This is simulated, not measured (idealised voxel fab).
voxel self aligned contacts: a process module
Section shown: cut. Width: 170 nm. Cell size: 5 nm, square.
Notation: cross-section as square-cell grid; stated in bands, top first, going down; one or more cell rows per band. Within each band entry, the heights of the top and of the bottom of the band appear first, in that order and in nm; the materials of the band then follow from left to right, each with its corresponding width in nm. The designation "all across" on a single material indicates that it fills the band from edge to edge; the designation "empty" indicates empty space. It should be noted that heights are counted from 0, beneath which the wafer as supplied is of one material throughout, and that the lowest band possesses no lower boundary but continues downward, as written in "0..down". A width such as "30..40" changes by the same amount from each row of cells to the next, from the band's top row to its bottom row. "nothing changed" means the step left every cell of the cross-section as it was. Closed empty spaces (no open way to the top) of 8 cells or more are what "Entrapped voids" lists, each as width x height at distance from the left edge, nm for all three. Step line, after settings: the simulator's comment on this step. overlay nm: step with mask; distance mask lay right of planned place; negative value = left of planned place.
The planned process steps are enumerated hereunder
1. RECEIVE [material Si]
2. CONFORMAL_DEP [material SiO2] [thk nm 5]
3. DIRECTIONAL_DEP [material polySi] [thk nm 25]
4. DIRECTIONAL_DEP [material SiN] [thk nm 20]
5. PATTERN [tone cover] [mask id GATE] [material resist] [width nm 35] [pitch nm 70] [thk nm 15] [overlay nm 0]
6. DIRECTIONAL_ETCH [etch materials SiN] [depth nm 20]
7. DIRECTIONAL_ETCH [etch materials polySi] [depth nm 25]
8. STRIP [etch materials resist]
9. CONFORMAL_DEP [material SiN] [thk nm 10]
10. DIRECTIONAL_ETCH [etch materials SiN] [depth nm 10]
11. FILL_DEP [material SiO2] [thk nm 20]
12. CMP [height nm 60]
13. PATTERN [tone open] [mask id CONTACT] [material resist] [width nm 55] [thk nm 15] [overlay nm 0]
14. DIRECTIONAL_ETCH [etch materials SiO2] [depth nm 60]
15. STRIP [etch materials resist]
16. CONFORMAL_DEP [material TiN] [thk nm 5]
17. FILL_DEP [material Ru] [thk nm 10]
18. CMP [height nm 60]
19. CONFORMAL_DEP [material SiCN] [thk nm 5]
First of the two wafers, run per plan
Cross-section of the incoming wafer, state after step 1
- 0..down = Si all across
- Entrapped voids: none
Once step 2 is through, the wafer looks like this in cross-section
- 5..0 = SiO2 all across
- Under 0: no change, same as before.
Once step 3 is through, the wafer looks like this in cross-section
- 30..5 = polySi all across
- Under 5: no change, same as before.
Once step 4 is through, the wafer looks like this in cross-section
- 50..30 = SiN all across
- Under 30: no change, same as before.
Once step 5 is through, the wafer looks like this in cross-section
- 65..50 = empty 30 nm / resist 35 nm / empty 35 nm / resist 35 nm / empty 35 nm
- Under 50: no change, same as before.
Once step 6 is through, the wafer looks like this in cross-section
- 65..50 = empty 30 nm / resist 35 nm / empty 35 nm / resist 35 nm / empty 35 nm
- 50..30 = empty 30 nm / SiN 35 nm / empty 35 nm / SiN 35 nm / empty 35 nm
- Under 30: no change, same as before.
Once step 7 is through, the wafer looks like this in cross-section
- 65..50 = empty 30 nm / resist 35 nm / empty 35 nm / resist 35 nm / empty 35 nm
- 50..30 = empty 30 nm / SiN 35 nm / empty 35 nm / SiN 35 nm / empty 35 nm
- 30..5 = empty 30 nm / polySi 35 nm / empty 35 nm / polySi 35 nm / empty 35 nm
- Under 5: no change, same as before.
Once step 8 is through, the wafer looks like this in cross-section
- 50..30 = empty 30 nm / SiN 35 nm / empty 35 nm / SiN 35 nm / empty 35 nm
- Under 30: no change, same as before.
Once step 9 is through, the wafer looks like this in cross-section
- 60..30 = empty 20 nm / SiN 55 nm / empty 15 nm / SiN 55 nm / empty 25 nm
- 30..15 = empty 20 nm / SiN 10 nm / polySi 35 nm / SiN 10 nm / empty 15 nm / SiN 10 nm / polySi 35 nm / SiN 10 nm / empty 25 nm
- 15..5 = SiN 30 nm / polySi 35 nm / SiN 35 nm / polySi 35 nm / SiN 35 nm
- Under 5: no change, same as before.
Once step 10 is through, the wafer looks like this in cross-section
- 50..30 = empty 20 nm / SiN 55 nm / empty 15 nm / SiN 55 nm / empty 25 nm
- 30..5 = empty 20 nm / SiN 10 nm / polySi 35 nm / SiN 10 nm / empty 15 nm / SiN 10 nm / polySi 35 nm / SiN 10 nm / empty 25 nm
- Under 5: no change, same as before.
Once step 11 is through, the wafer looks like this in cross-section
- 70..50 = SiO2 all across
- 50..30 = SiO2 20 nm / SiN 55 nm / SiO2 15 nm / SiN 55 nm / SiO2 25 nm
- 30..5 = SiO2 20 nm / SiN 10 nm / polySi 35 nm / SiN 10 nm / SiO2 15 nm / SiN 10 nm / polySi 35 nm / SiN 10 nm / SiO2 25 nm
- Under 5: no change, same as before.
Once step 12 is through, the wafer looks like this in cross-section
- 60..50 = SiO2 all across
- Under 50: no change, same as before.
Once step 13 is through, the wafer looks like this in cross-section
- 75..60 = resist 55 nm / empty 55 nm / resist 60 nm
- Under 60: no change, same as before.
Once step 14 is through, the wafer looks like this in cross-section
- 75..60 = resist 55 nm / empty 55 nm / resist 60 nm
- 60..50 = SiO2 55 nm / empty 55 nm / SiO2 60 nm
- 50..30 = SiO2 20 nm / SiN 55 nm / empty 15 nm / SiN 55 nm / SiO2 25 nm
- 30..5 = SiO2 20 nm / SiN 10 nm / polySi 35 nm / SiN 10 nm / empty 15 nm / SiN 10 nm / polySi 35 nm / SiN 10 nm / SiO2 25 nm
- 5..0 = SiO2 75 nm / empty 15 nm / SiO2 80 nm
- Under 0: no change, same as before.
Once step 15 is through, the wafer looks like this in cross-section
- 60..50 = SiO2 55 nm / empty 55 nm / SiO2 60 nm
- Under 50: no change, same as before.
Once step 16 is through, the wafer looks like this in cross-section
- 65..60 = TiN 60 nm / empty 45 nm / TiN 65 nm
- 60..50 = SiO2 55 nm / TiN 5..25 nm / empty 45..5 nm / TiN 5..25 nm / SiO2 60 nm
- 50..30 = SiO2 20 nm / SiN 55 nm / TiN 5 nm / empty 5 nm / TiN 5 nm / SiN 55 nm / SiO2 25 nm
- 30..5 = SiO2 20 nm / SiN 10 nm / polySi 35 nm / SiN 10 nm / TiN 5 nm / empty 5 nm / TiN 5 nm / SiN 10 nm / polySi 35 nm / SiN 10 nm / SiO2 25 nm
- 5..0 = SiO2 75 nm / TiN 15 nm / SiO2 80 nm
- Under 0: no change, same as before.
Once step 17 is through, the wafer looks like this in cross-section
- 75..65 = Ru all across
- 65..60 = TiN 60 nm / Ru 45 nm / TiN 65 nm
- 60..50 = SiO2 55 nm / TiN 5..25 nm / Ru 45..5 nm / TiN 5..25 nm / SiO2 60 nm
- 50..30 = SiO2 20 nm / SiN 55 nm / TiN 5 nm / Ru 5 nm / TiN 5 nm / SiN 55 nm / SiO2 25 nm
- 30..5 = SiO2 20 nm / SiN 10 nm / polySi 35 nm / SiN 10 nm / TiN 5 nm / Ru 5 nm / TiN 5 nm / SiN 10 nm / polySi 35 nm / SiN 10 nm / SiO2 25 nm
- Under 5: no change, same as before.
Once step 18 is through, the wafer looks like this in cross-section
- 60..50 = SiO2 55 nm / TiN 5..25 nm / Ru 45..5 nm / TiN 5..25 nm / SiO2 60 nm
- Under 50: no change, same as before.
Once step 19 is through, the wafer looks like this in cross-section
- 65..60 = SiCN all across
- Under 60: no change, same as before.
Wafer two: like wafer one in start and plan, but with one mistake in execution; identical up to and including step 17
Second wafer shown in cross-section at the time step 18 was slated to end: nothing changed
Second wafer shown in cross-section at the time step 19 was slated to end
- 80..75 = SiCN all across
- Under 75: no change, same as before.
Run error: step 18 was left out
Final wafer comparison in cells, second versus first, more or fewer per material: Ru +77; TiN +25
